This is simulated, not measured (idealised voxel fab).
process module | voxel air gaps
cross-section cut | 235 nm wide | cells 5 nm
A cross-section is a grid of square cells, given in bands from the top down. A band is one or more rows of cells.
Each band's line starts with the height of the band's top and of its bottom, in nm. Then come its materials from left to right, each with its width in nm. One material with "throughout" fills the band from edge to edge. "air" is empty space.
Height 0 is the level under which the wafer as received is all one material. The lowest band goes on downwards, as in "0 down".
A width such as "30 to 40" changes by the same amount from each row of cells to the next, from the band's top row to its bottom row.
"no change" after a step means that no cell of the cross-section changed.
closed voids: empty space of 8 cells or more with no open way to the top, each as width x height at its distance from the left edge, in nm
after a step's settings: what the simulator itself notes on the step
overlay nm, on a step with a mask: how far to the right of its planned place the mask lay; to the left if negative
plan
1 op RECEIVE | material Si
2 op CONFORMAL_DEP | material SiO2 | thk nm 15
3 op CONFORMAL_DEP | material SiCN | thk nm 5
4 op DIRECTIONAL_DEP | material SiO2 | thk nm 35
5 op MASKED_ETCH | tone open | mask id LINES | width nm 25 | pitch nm 50 | etch materials SiO2 | depth nm 35 | overlay nm 0
6 op CONFORMAL_DEP | material TiN | thk nm 5
7 op FILL_DEP | material W | thk nm 10
8 op CMP | height nm 55
9 op EPI | material Ru | thk nm 10
10 op SELECTIVE_ETCH | etch materials SiO2 | depth nm 45
11 op CONFORMAL_DEP | material SiCN | thk nm 5
as received, after step 1
  0 down: Si throughout
  closed voids: none
a wafer at the end: this start, this plan, one mistake
  70 to 65: air 45 | SiCN 150 | air 40
  65 to 55: air 45 | SiCN 5 | Ru 40 | SiCN 10 | Ru 40 | SiCN 10 | Ru 40 | SiCN 5 | air 40
  55 to 50: air 45 | SiCN 15 | TiN 5 | W 10 | TiN 5 | SiCN 30 | TiN 5 | W 10 | TiN 5 | SiCN 30 | TiN 5 | W 10 | TiN 5 | SiCN 15 | air 40
  50 to 25: air 55 | SiCN 5 | TiN 5 | W 10 | TiN 5 | SiCN 5 | air 20 | SiCN 5 | TiN 5 | W 10 | TiN 5 | SiCN 5 | air 20 | SiCN 5 | TiN 5 | W 10 | TiN 5 | SiCN 5 | air 50
  25 to 20: SiCN 60 | TiN 20 | SiCN 30 | TiN 20 | SiCN 30 | TiN 20 | SiCN 55
  20 to 15: SiCN throughout
  15 to 0: SiO2 throughout
  0 down: Si throughout
  closed voids: 20 x 25 at 85; 20 x 25 at 135
what went wrong: step 5 ran as: op MASKED_ETCH | tone open | mask id LINES | width nm 20 | pitch nm 50 | etch materials SiO2 | depth nm 35 | overlay nm 0
